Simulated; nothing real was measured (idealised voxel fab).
Documented hereafter: the process module known as voxel transistor to metal.
For reference, the cross-section in this document is cut, with width 150 nm and square cells of 5 nm.
This document writes a cross-section as a grid whose cells are square, and gives it as bands, listed from the top down; one or more rows of cells form a band. For a band, the entry starts with two heights in nm, that of the top and then that of the bottom, and carries on with the band's materials in order from left to right, each alongside its width in nm; the word "throughout" beside a single material means it fills the band edge to edge, and "blank" means empty space. Counting heights begins at 0, where everything beneath is, in the wafer as received, one material. The lowest band has no bottom; it goes on downwards, as "0 and below" shows. The width entry "30..40" should be interpreted row by row: the top row of cells in the band takes the first number, the bottom row takes the second number, and the change between adjacent rows is uniform throughout. "nothing altered" means the step left every cell of the cross-section as it was. "Unvented voids" means: voids of 8 cells or more that are shut off from the top with no open way through. Written width x height at distance, distance from the left edge, in nm. Whatever follows a step's settings on its line is a remark the simulator itself makes about that step. When a step includes a mask, the "overlay nm" setting on its line states how far to the right of its planned place that mask lay, and negative values state how far to the left.
This section lists the process steps that were planned
1 RECEIVE (material Si)
2 CONFORMAL_DEP (material SiO2; thk nm 5)
3 CONFORMAL_DEP (material SiN; thk nm 10)
4 PATTERN (tone cover; mask id ACTIVE; material resist; width nm 115; thk nm 15; overlay nm 0)
5 DIRECTIONAL_ETCH (etch materials SiN; depth nm 10)
6 DIRECTIONAL_ETCH (etch materials SiO2; depth nm 5)
7 DIRECTIONAL_ETCH (etch materials Si; depth nm 20)
8 STRIP (etch materials resist)
9 FILL_DEP (material SiO2; thk nm 15)
10 CMP (height nm 15)
11 SELECTIVE_ETCH (etch materials SiO2; depth nm 10)
12 STRIP (etch materials SiN)
13 SELECTIVE_ETCH (etch materials SiO2; depth nm 5)
14 OXIDIZE (depth nm 5)
15 DIRECTIONAL_DEP (material polySi; thk nm 20)
16 DIRECTIONAL_DEP (material SiCN; thk nm 10)
17 DIRECTIONAL_DEP (material aC; thk nm 10)
18 PATTERN (tone cover; mask id GATE; material resist; width nm 35; thk nm 30; overlay nm 0)
19 DIRECTIONAL_ETCH (etch materials aC; depth nm 10)
20 STRIP (etch materials resist)
21 DIRECTIONAL_ETCH (etch materials SiCN; depth nm 20)
22 DIRECTIONAL_ETCH (etch materials polySi; depth nm 30)
23 STRIP (etch materials aC)
24 CONFORMAL_DEP (material SiN; thk nm 5)
25 DIRECTIONAL_ETCH (etch materials SiN; depth nm 5)
26 DIRECTIONAL_ETCH (etch materials SiO2; depth nm 5)
27 DIRECTIONAL_ETCH (etch materials Si; depth nm 5)
28 EPI (material SiGe; thk nm 10)
29 FILL_DEP (material SiO2; thk nm 10)
30 CMP (height nm 20)
31 STRIP (etch materials polySi)
32 SELECTIVE_ETCH (etch materials SiO2; depth nm 5)
33 CONFORMAL_DEP (material HfO2; thk nm 5)
34 CONFORMAL_DEP (material TiN; thk nm 5)
35 FILL_DEP (material W; thk nm 5)
36 CMP (height nm 15)
37 DIRECTIONAL_DEP (material SiO2; thk nm 10)
38 PATTERN (tone open; mask id CONTACT; material resist; width nm 15; pitch nm 90; thk nm 20; overlay nm 0)
39 DIRECTIONAL_ETCH (etch materials SiO2; depth nm 25)
40 STRIP (etch materials resist)
41 CONFORMAL_DEP (material TiN; thk nm 5)
42 FILL_DEP (material W; thk nm 5)
43 CMP (height nm 25)
44 CONFORMAL_DEP (material SiCN; thk nm 5)
45 DIRECTIONAL_DEP (material lowk; thk nm 20)
46 PATTERN (tone open; mask id METAL_1; material resist; width nm 15; pitch nm 90; thk nm 15; overlay nm 0)
47 DIRECTIONAL_ETCH (etch materials lowk; depth nm 20)
48 DIRECTIONAL_ETCH (etch materials SiCN; depth nm 5)
49 STRIP (etch materials resist)
50 CONFORMAL_DEP (material TiN; thk nm 5)
51 FILL_DEP (material Ru; thk nm 5)
52 CMP (height nm 50)
53 EPI (material Ru; thk nm 5)
54 FILL_DEP (material SiCN; thk nm 5)
Delivered wafer in cross-section: state after step 1
	0 and below | Si throughout
	Unvented voids: none
First wafer of two, sectioned at end of module; run went per plan
	60 down to 55 | SiCN throughout
	55 down to 50 | SiCN 15 nm | Ru 25 nm | SiCN 65 nm | Ru 25 nm | SiCN 20 nm
	50 down to 30 | lowk 20 nm | TiN 5 nm | Ru 5 nm | TiN 5 nm | lowk 75 nm | TiN 5 nm | Ru 5 nm | TiN 5 nm | lowk 25 nm
	30 down to 25 | SiCN 20 nm | TiN 15 nm | SiCN 75 nm | TiN 15 nm | SiCN 25 nm
	25 down to 15 | SiO2 20 nm | TiN 5 nm | W 5 nm | TiN 5 nm | SiO2 75 nm | TiN 5 nm | W 5 nm | TiN 5 nm | SiO2 25 nm
	15 down to 5 | SiO2 20 nm | TiN 5 nm | W 5 nm | TiN 5 nm | SiO2 15 nm | SiN 5 nm | HfO2 5 nm | TiN 5 nm | W 15 nm | TiN 5 nm | HfO2 5 nm | SiN 5 nm | SiO2 15 nm | TiN 5 nm | W 5 nm | TiN 5 nm | SiO2 25 nm
	5 down to 0 | SiO2 20 nm | TiN 15 nm | SiO2 5 nm | SiGe 10 nm | SiN 5 nm | HfO2 5 nm | TiN 25 nm | HfO2 5 nm | SiN 5 nm | SiGe 10 nm | SiO2 5 nm | TiN 15 nm | SiO2 25 nm
	0 down to -5 | SiO2 10 nm | SiGe 40 nm | HfO2 45 nm | SiGe 40 nm | SiO2 15 nm
	-5 down to -10 | SiO2 15 nm | SiGe 35 nm | Si 45 nm | SiGe 35 nm | SiO2 20 nm
	-10 down to -20 | SiO2 15 nm | Si 115 nm | SiO2 20 nm
	-20 and below | Si throughout
	Unvented voids: none
Cross-section at end of module for the second wafer of two, which matched the first in starting point and plan and differed by one mistake in its processing
	60 down to 55 | SiCN throughout
	55 down to 50 | SiCN 15 nm | Ru 25 nm | SiCN 65 nm | Ru 25 nm | SiCN 20 nm
	50 down to 30 | lowk 20 nm | TiN 5 nm | Ru 5 nm | TiN 5 nm | lowk 75 nm | TiN 5 nm | Ru 5 nm | TiN 5 nm | lowk 25 nm
	30 down to 25 | SiCN 20 nm | TiN 15 nm | SiCN 75 nm | TiN 15 nm | SiCN 25 nm
	25 down to 15 | SiO2 20 nm | TiN 5 nm | W 5 nm | TiN 5 nm | SiO2 75 nm | TiN 5 nm | W 5 nm | TiN 5 nm | SiO2 25 nm
	15 down to 5 | SiO2 20 nm | TiN 5 nm | W 5 nm | TiN 5 nm | SiO2 10 nm | SiN 5 nm | HfO2 5 nm | TiN 5 nm | W 15 nm | TiN 5 nm | HfO2 5 nm | SiN 5 nm | SiO2 20 nm | TiN 5 nm | W 5 nm | TiN 5 nm | SiO2 25 nm
	5 down to 0 | SiO2 20 nm | TiN 15 nm | SiGe 10 nm | SiN 5 nm | HfO2 5 nm | TiN 25 nm | HfO2 5 nm | SiN 5 nm | SiGe 10 nm | SiO2 10 nm | TiN 15 nm | SiO2 25 nm
	0 down to -5 | SiO2 10 nm | SiGe 35 nm | HfO2 45 nm | SiGe 45 nm | SiO2 15 nm
	-5 down to -10 | SiO2 15 nm | SiGe 30 nm | Si 45 nm | SiGe 40 nm | SiO2 20 nm
	-10 down to -20 | SiO2 15 nm | Si 115 nm | SiO2 20 nm
	-20 and below | Si throughout
	Unvented voids: none
Run error: step 18 deviated from plan and actually ran as PATTERN (tone cover; mask id GATE; material resist; width nm 35; thk nm 30; overlay nm -5)
At the end, each material covers as many cells on the second wafer as it does on the first, though the cells it covers are elsewhere.
